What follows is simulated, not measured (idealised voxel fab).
You're looking at the process module voxel released beams.
In the cross-section labelled cut, the width is 205 nm and each square cell is 5 nm.
How to read a cross-section here: the picture is a grid of square cells, written as bands going from the top down, and any band can span one or more rows of cells. Band: top and bottom heights (nm) first, top before bottom; then materials from left to right, widths in nm. "all across" marks a sole material filling the band edge to edge. "empty" denotes empty space. It should be noted that heights are counted from 0, beneath which the wafer as supplied is of one material throughout, and that the lowest band possesses no lower boundary but continues downward, as written in "from 0 down". A width such as "30 to 40" changes by the same amount from each row of cells to the next, from the band's top row to its bottom row. Where the words "same as before" appear for a step, the cross-section shows no cell changed by that step; every cell remained as before. So "Enclosed empty spaces" is basically the list of trapped voids: any empty space of 8 cells or more that can't reach the top through an opening. They're written width x height at distance, the distance being from the left edge, and it's all nm. Where a step's line continues beyond its settings, the continuation is a remark by the simulator itself on that step. Regarding "overlay nm": on a step with a mask, it is the distance the mask lay to the right of its planned place; a negative value places it to the left.
**Steps planned for the process**
1. RECEIVE, material Si
2. CONFORMAL_DEP, material SiN, thk nm 10
3. DIRECTIONAL_DEP, material SiO2, thk nm 15
4. MASKED_ETCH, tone open, mask id ANCHOR, width nm 45, etch materials SiO2, depth nm 15, overlay nm 0
5. CONFORMAL_DEP, material TiN, thk nm 15
6. MASKED_ETCH, tone cover, mask id BEAM, width nm 95, etch materials TiN, depth nm 15, overlay nm 0
7. STRIP, etch materials SiO2
**as received, after step 1**
from 0 down = Si all across
Enclosed empty spaces: none
**Sectioned view, first of two wafers, at the close of the module, processed as intended in the plan**
from 40 to 25 = 50 empty, 20 TiN, 15 empty, 60 TiN, 60 empty
from 25 to 10 = 55 empty, 45 TiN, 105 empty
from 10 to 0 = SiN all across
from 0 down = Si all across
Enclosed empty spaces: none
**Wafer two (of two), end-of-module cross-section: start = wafer one, plan = wafer one, one run mistake**
from 40 to 25 = 50 empty, 95 TiN, 60 empty
from 25 to 15 = SiN all across
from 15 to 0 = SiO2 all across
from 0 down = Si all across
Enclosed empty spaces: none
Which mistake was made when the wafer was run? sequence error: steps 2 and 3 interchanged
Looking at both finished wafers in cells, the second ends up ahead of or behind the first on some materials: SiO2 +123 | TiN -18
